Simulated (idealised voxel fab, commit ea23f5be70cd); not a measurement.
The following is a process module called voxel wiring stack.
Each square cell in cross-section cut measures 5 nm, and the section as a whole is 270 nm wide.
Square cells in a grid make up a cross-section in this document, and the grid is given as bands, listed from the top down, each one or more rows of cells.
A band entry consists of two parts. The first gives the height of the band's top and the height of its bottom, in nm. The rest lists the band's materials from left to right, each with its width in nm. A single material labelled with the word "full width" fills the band from edge to edge, and the word "air" marks empty space.
We count height from 0. Below that, the starting wafer is all one material. The lowest band never ends at the bottom but goes on down; see "0 -> down" for how that is written.
The expression "30..40" gives the width at the extremes of the band, the first number at its top row of cells and the second at its bottom row, with the width changing by equal amounts from each row to the next in between.
"remains unaltered" (step): cross-section cells unchanged, all of them.
Reported under the label "Sealed void list" are the empty spaces having no open way to the top and comprising 8 cells or more; the notation for each is width x height at distance, in which the distance is measured from the left edge and all three values are in nm.
Past the settings on a step's line: simulator remark, on that step.
For masked steps, "overlay nm" on the step line gives how far right of plan the mask actually lay; a minus sign means it lay to the left.
The process steps that were planned are listed below:
1,op RECEIVE | material Si
2,op CONFORMAL_DEP | material SiO2 | thk nm 15
3,op DIRECTIONAL_DEP | material TiN | thk nm 5
4,op DIRECTIONAL_DEP | material W | thk nm 15
5,op MASKED_ETCH | tone cover | mask id METAL_1 | width nm 25 | pitch nm 50 | etch materials W | depth nm 15 | overlay nm 0
6,op MASKED_ETCH | tone cover | mask id METAL_1 | width nm 25 | pitch nm 50 | etch materials TiN | depth nm 5 | overlay nm 0
7,op FILL_DEP | material SiO2 | thk nm 10
8,op CMP | height nm 35
9,op CONFORMAL_DEP | material SiCN | thk nm 5
10,op DIRECTIONAL_DEP | material SiO2 | thk nm 35
11,op DIRECTIONAL_DEP | material aC | thk nm 15
12,op PATTERN | tone open | mask id METAL_2_HOLES | material resist | width nm 15 | thk nm 30 | overlay nm 0
13,op DIRECTIONAL_ETCH | etch materials aC | depth nm 15
14,op STRIP | etch materials resist
15,op DIRECTIONAL_ETCH | etch materials SiO2 | depth nm 35
16,op STRIP | etch materials aC
17,op MASKED_ETCH | tone open | mask id METAL_2 | width nm 25 | pitch nm 50 | etch materials SiO2 | depth nm 20 | overlay nm 0
18,op MASKED_ETCH | tone open | mask id METAL_2 | width nm 25 | pitch nm 50 | etch materials SiCN | depth nm 5 | overlay nm 0
19,op CONFORMAL_DEP | material TiN | thk nm 5
20,op FILL_DEP | material Cu | thk nm 5
21,op CMP | height nm 75
22,op CONFORMAL_DEP | material SiCN | thk nm 5
23,op DIRECTIONAL_DEP | material SiO2 | thk nm 35
24,op MASKED_ETCH | tone open | mask id METAL_3_HOLES | width nm 15 | etch materials SiO2 | depth nm 35 | overlay nm 0
25,op PATTERN | tone open | mask id METAL_3 | material resist | width nm 25 | pitch nm 50 | thk nm 15 | overlay nm 0
26,op DIRECTIONAL_ETCH | etch materials SiO2 | depth nm 20
27,op DIRECTIONAL_ETCH | etch materials SiCN | depth nm 5
28,op STRIP | etch materials resist
29,op CONFORMAL_DEP | material TiN | thk nm 5
30,op FILL_DEP | material Ru | thk nm 10
31,op CMP | height nm 115
32,op CONFORMAL_DEP | material SiCN | thk nm 5
Cross-section, incoming material, after step 1:
> 0 -> down  Si full width
> Sealed void list: none
Cross-sectional image of the first of two wafers at the end of the module, the run having proceeded as planned:
> 120 -> 115  SiCN full width
> 115 -> 100  95 of SiO2 | 5 of TiN | 15 of Ru | 5 of TiN | 25 of SiO2 | 5 of TiN | 15 of Ru | 5 of TiN | 100 of SiO2
> 100 -> 95  95 of SiO2 | 5 of TiN | 5 of Ru | 15 of TiN | 25 of SiO2 | 25 of TiN | 100 of SiO2
> 95 -> 80  95 of SiO2 | 5 of TiN | 5 of Ru | 5 of TiN | 160 of SiO2
> 80 -> 75  95 of SiCN | 15 of TiN | 160 of SiCN
> 75 -> 60  95 of SiO2 | 5 of TiN | 15 of Cu | 5 of TiN | 25 of SiO2 | 5 of TiN | 15 of Cu | 5 of TiN | 100 of SiO2
> 60 -> 55  95 of SiO2 | 5 of TiN | 5 of Cu | 15 of TiN | 25 of SiO2 | 25 of TiN | 100 of SiO2
> 55 -> 40  95 of SiO2 | 5 of TiN | 5 of Cu | 5 of TiN | 160 of SiO2
> 40 -> 35  95 of SiCN | 15 of TiN | 160 of SiCN
> 35 -> 20  95 of SiO2 | 25 of W | 25 of SiO2 | 25 of W | 100 of SiO2
> 20 -> 15  95 of SiO2 | 25 of TiN | 25 of SiO2 | 25 of TiN | 100 of SiO2
> 15 -> 0  SiO2 full width
> 0 -> down  Si full width
> Sealed void list: none
What the second wafer looks like in cross-section once the module is done. Its start and its plan matched the first wafer's exactly; what differed was one mistake in how it was run:
> 120 -> 115  SiCN full width
> 115 -> 80  95 of SiO2 | 5 of TiN | 15 of Ru | 5 of TiN | 25 of SiO2 | 5 of TiN | 15 of Ru | 5 of TiN | 100 of SiO2
> 80 -> 75  95 of SiCN | 25 of TiN | 25 of SiCN | 25 of TiN | 100 of SiCN
> 75 -> 60  95 of SiO2 | 5 of TiN | 15 of Cu | 5 of TiN | 25 of SiO2 | 5 of TiN | 15 of Cu | 5 of TiN | 100 of SiO2
> 60 -> 55  95 of SiO2 | 5 of TiN | 5 of Cu | 15 of TiN | 25 of SiO2 | 25 of TiN | 100 of SiO2
> 55 -> 40  95 of SiO2 | 5 of TiN | 5 of Cu | 5 of TiN | 160 of SiO2
> 40 -> 35  95 of SiCN | 15 of TiN | 160 of SiCN
> 35 -> 20  95 of SiO2 | 25 of W | 25 of SiO2 | 25 of W | 100 of SiO2
> 20 -> 15  95 of SiO2 | 25 of TiN | 25 of SiO2 | 25 of TiN | 100 of SiO2
> 15 -> 0  SiO2 full width
> 0 -> down  Si full width
> Sealed void list: none
It is concluded that the wafer was processed incorrectly with respect to the plan, in that plan step 26 was twice executed
FYI, end of process, the second wafer has more or fewer cells of some materials than the first: +20 Ru; -7 SiCN; -21 SiO2; +8 TiN
